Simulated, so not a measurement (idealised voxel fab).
process module | voxel double patterning
cross-section cut | 240 nm wide | cells 5 nm
A cross-section is a grid of square cells, given in bands from the top down. A band is one or more rows of cells.
Each band's line starts with the height of the band's top and of its bottom, in nm. Then come its materials from left to right, each with its width in nm. One material with "throughout" fills the band from edge to edge. "air" is empty space.
Height 0 is the level under which the wafer as received is all one material. The lowest band goes on downwards, as in "0 down".
A width such as "30 to 40" changes by the same amount from each row of cells to the next, from the band's top row to its bottom row.
"no change" after a step means that no cell of the cross-section changed.
closed voids: empty space of 8 cells or more with no open way to the top, each as width x height at its distance from the left edge, in nm
after a step's settings: what the simulator itself notes on the step
overlay nm, on a step with a mask: how far to the right of its planned place the mask lay; to the left if negative
plan
1 op RECEIVE | material Si
2 op CONFORMAL_DEP | material SiO2 | thk nm 5
3 op DIRECTIONAL_DEP | material TiN | thk nm 20
4 op DIRECTIONAL_DEP | material SiN | thk nm 10
5 op PATTERN | tone open | mask id FIRST | material resist | width nm 15 | pitch nm 50 | thk nm 15 | overlay nm 0
6 op DIRECTIONAL_ETCH | etch materials SiN | depth nm 10
7 op STRIP | etch materials resist
8 op PATTERN | tone open | mask id SECOND | material resist | width nm 15 | thk nm 15 | overlay nm 0
9 op DIRECTIONAL_ETCH | etch materials SiN | depth nm 10
10 op STRIP | etch materials resist
11 op DIRECTIONAL_ETCH | etch materials TiN | depth nm 20
12 op STRIP | etch materials SiN
as received, after step 1
  0 down: Si throughout
  closed voids: none
first wafer at the end, as planned
  25 to 5: TiN 85 | air 15 | TiN 10 | air 15 | TiN 10 | air 15 | TiN 90
  5 to 0: SiO2 throughout
  0 down: Si throughout
  closed voids: none
second wafer at the end: like start, like plan, one mistake
  20 to 5: TiN 85 | air 15 | TiN 10 | air 15 | TiN 10 | air 15 | TiN 90
  5 to 0: SiO2 throughout
  0 down: Si throughout
  closed voids: none
what went wrong: step 3 ran as: op DIRECTIONAL_DEP | material TiN | thk nm 15
at the end the second wafer has, in cells: 39 fewer of TiN
